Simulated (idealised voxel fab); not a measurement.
process module | voxel wiring stack
cross-section cut | 270 nm wide | cells 5 nm
A cross-section is a grid of square cells, given in bands from the top down. A band is one or more rows of cells.
Each band's line starts with the height of the band's top and of its bottom, in nm. Then come its materials from left to right, each with its width in nm. One material with "throughout" fills the band from edge to edge. "air" is empty space.
Height 0 is the level under which the wafer as received is all one material. The lowest band goes on downwards, as in "0 down".
A width such as "30 to 40" changes by the same amount from each row of cells to the next, from the band's top row to its bottom row.
"no change" after a step means that no cell of the cross-section changed.
closed voids: empty space of 8 cells or more with no open way to the top, each as width x height at its distance from the left edge, in nm
after a step's settings: what the simulator itself notes on the step
overlay nm, on a step with a mask: how far to the right of its planned place the mask lay; to the left if negative
plan
1 op RECEIVE | material Si
2 op CONFORMAL_DEP | material SiO2 | thk nm 15
3 op CONFORMAL_DEP | material SiN | thk nm 5
4 op DIRECTIONAL_DEP | material SiO2 | thk nm 20
5 op DIRECTIONAL_DEP | material aC | thk nm 10
6 op PATTERN | tone open | mask id METAL_1 | material resist | width nm 30 | pitch nm 55 | thk nm 30 | overlay nm 0
7 op DIRECTIONAL_ETCH | etch materials aC | depth nm 10
8 op STRIP | etch materials resist
9 op DIRECTIONAL_ETCH | etch materials SiO2 | depth nm 20
10 op DIRECTIONAL_ETCH | etch materials SiN | depth nm 5
11 op STRIP | etch materials aC
12 op CONFORMAL_DEP | material TiN | thk nm 5
13 op FILL_DEP | material Cu | thk nm 10
14 op CMP | height nm 40
15 op CONFORMAL_DEP | material SiCN | thk nm 5
16 op DIRECTIONAL_DEP | material lowk | thk nm 25
17 op PATTERN | tone open | mask id METAL_2 | material resist | width nm 30 | pitch nm 55 | thk nm 15 | overlay nm 0
18 op DIRECTIONAL_ETCH | etch materials lowk | depth nm 15
19 op STRIP | etch materials resist
20 op PATTERN | tone open | mask id METAL_2_HOLES | material resist | width nm 15 | pitch nm 110 | thk nm 15 | overlay nm 0
21 op DIRECTIONAL_ETCH | etch materials lowk | depth nm 10
22 op DIRECTIONAL_ETCH | etch materials SiCN | depth nm 5
23 op STRIP | etch materials resist
24 op CONFORMAL_DEP | material TiN | thk nm 5
25 op FILL_DEP | material Ru | thk nm 10
26 op CMP | height nm 70
27 op CONFORMAL_DEP | material SiN | thk nm 5
as received, after step 1
  0 down: Si throughout
  closed voids: none
a wafer at the end: this start, this plan, one mistake
  75 to 70: SiN throughout
  70 to 60: lowk 65 | TiN 5 | Ru 20 | TiN 5 | lowk 25 | TiN 5 | Ru 20 | TiN 5 | lowk 25 | TiN 5 | Ru 20 | TiN 5 | lowk 65
  60 to 55: lowk 65 | TiN 5 | Ru 5 | TiN 20 | lowk 25 | TiN 30 | lowk 25 | TiN 5 | Ru 5 | TiN 20 | lowk 65
  55 to 45: lowk 65 | TiN 5 | Ru 5 | TiN 5 | lowk 95 | TiN 5 | Ru 5 | TiN 5 | lowk 80
  45 to 40: SiCN 65 | TiN 15 | SiCN 95 | TiN 15 | SiCN 80
  40 to 35: SiN 65 | TiN 30 | SiN 25 | TiN 30 | SiN 25 | TiN 30 | SiN 65
  35 to 0: SiO2 throughout
  0 down: Si throughout
  closed voids: none
what went wrong: steps 3 and 4 were swapped
